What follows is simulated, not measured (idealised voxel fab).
Documented hereafter: the process module known as voxel lift off.
The cross-section on display is named cut; it measures 300 nm wide, and its cells are 5 nm squares.
Notation: cross-section as square-cell grid; stated in bands, top first, going down; one or more cell rows per band. Quick guide to a band line: top height, bottom height (nm) up front; then every material left to right with its width in nm. Only one material and it's marked "throughout"? Then it fills the band edge to edge. And "empty" just means empty space. Beneath 0, the wafer as received is one material, and that level is where height counting begins. The lowest band goes on downward without a bottom; it is written like "0..down". You'd read "30..40" like this: the band's top row of cells is as wide as the first number, its bottom row is as wide as the second, and going down, every row changes width by the same amount as the row before did. When a step is marked "stayed the same", none of the cells in the cross-section changed during that step. The entry "Listed closed voids" lists the empty spaces that cover at least 8 cells and have no open path to the top. Each is written as width x height at distance, where the distance is measured from the left edge and all three values are in nm. The remark found on a step's line after its settings is issued by the simulator itself and pertains to that step. For masked steps, "overlay nm" on the step line gives how far right of plan the mask actually lay; a minus sign means it lay to the left.
PLANNED PROCESS STEPS
1) RECEIVE: material Si
2) CONFORMAL_DEP: material Al2O3, thk nm 10
3) PATTERN: tone open, mask id LINES, material resist, width nm 20, pitch nm 35, thk nm 30, overlay nm 0
4) DIRECTIONAL_DEP: material Ru, thk nm 15
5) STRIP: etch materials resist
6) CONFORMAL_DEP: material SiCN, thk nm 10
FIRST OF TWO WAFERS - AS PLANNED
INCOMING WAFER, CROSS-SECTIONAL VIEW, POST STEP 1
0..down  Si throughout
Listed closed voids: none
STEP 2 DONE - WAFER CROSS-SECTION
10..0  Al2O3 throughout
Below 0, the layers are the same as they were.
STEP 3 DONE - WAFER CROSS-SECTION
40..10  resist 120 nm; empty 20 nm; resist 15 nm; empty 20 nm; resist 125 nm
Below 10, the layers are the same as they were.
STEP 4 DONE - WAFER CROSS-SECTION
55..40  Ru 120 nm; empty 20 nm; Ru 15 nm; empty 20 nm; Ru 125 nm
40..25  resist 120 nm; empty 20 nm; resist 15 nm; empty 20 nm; resist 125 nm
25..10  resist 120 nm; Ru 20 nm; resist 15 nm; Ru 20 nm; resist 125 nm
Below 10, the layers are the same as they were.
STEP 5 DONE - WAFER CROSS-SECTION
25..10  empty 120 nm; Ru 20 nm; empty 15 nm; Ru 20 nm; empty 125 nm
Below 10, the layers are the same as they were.
STEP 6 DONE - WAFER CROSS-SECTION
35..25  empty 110 nm; SiCN 75 nm; empty 115 nm
25..20  empty 110 nm; SiCN 10 nm; Ru 20 nm; SiCN 15 nm; Ru 20 nm; SiCN 10 nm; empty 115 nm
20..10  SiCN 120 nm; Ru 20 nm; SiCN 15 nm; Ru 20 nm; SiCN 125 nm
Below 10, the layers are the same as they were.
SECOND WAFER, SAME STARTING STATE AND PLAN AS THE FIRST, ONE MISTAKE IN THE RUN, IDENTICAL THROUGH STEP 2
SECOND WAFER, SECTIONED VIEW, AT STEP 3'S PLANNED END TIME
40..10  resist 125 nm; empty 15 nm; resist 20 nm; empty 15 nm; resist 125 nm
Below 10, the layers are the same as they were.
SECOND WAFER, SECTIONED VIEW, AT STEP 4'S PLANNED END TIME
55..40  Ru 125 nm; empty 15 nm; Ru 20 nm; empty 15 nm; Ru 125 nm
40..25  resist 125 nm; empty 15 nm; resist 20 nm; empty 15 nm; resist 125 nm
25..10  resist 125 nm; Ru 15 nm; resist 20 nm; Ru 15 nm; resist 125 nm
Below 10, the layers are the same as they were.
SECOND WAFER, SECTIONED VIEW, AT STEP 5'S PLANNED END TIME
25..10  empty 125 nm; Ru 15 nm; empty 20 nm; Ru 15 nm; empty 125 nm
Below 10, the layers are the same as they were.
SECOND WAFER, SECTIONED VIEW, AT STEP 6'S PLANNED END TIME
35..25  empty 115 nm; SiCN 70 nm; empty 115 nm
25..20  empty 115 nm; SiCN 10 nm; Ru 15 nm; SiCN 20 nm; Ru 15 nm; SiCN 10 nm; empty 115 nm
20..10  SiCN 125 nm; Ru 15 nm; SiCN 20 nm; Ru 15 nm; SiCN 125 nm
Below 10, the layers are the same as they were.
What went wrong in running the wafer? rather than as planned, step 3 actually ran as PATTERN: tone open, mask id LINES, material resist, width nm 15, pitch nm 35, thk nm 30, overlay nm 0
The final cell counts differ between the wafers, with the second having more or fewer of some materials than the first: Ru: 6 fewer | SiCN: 3 more
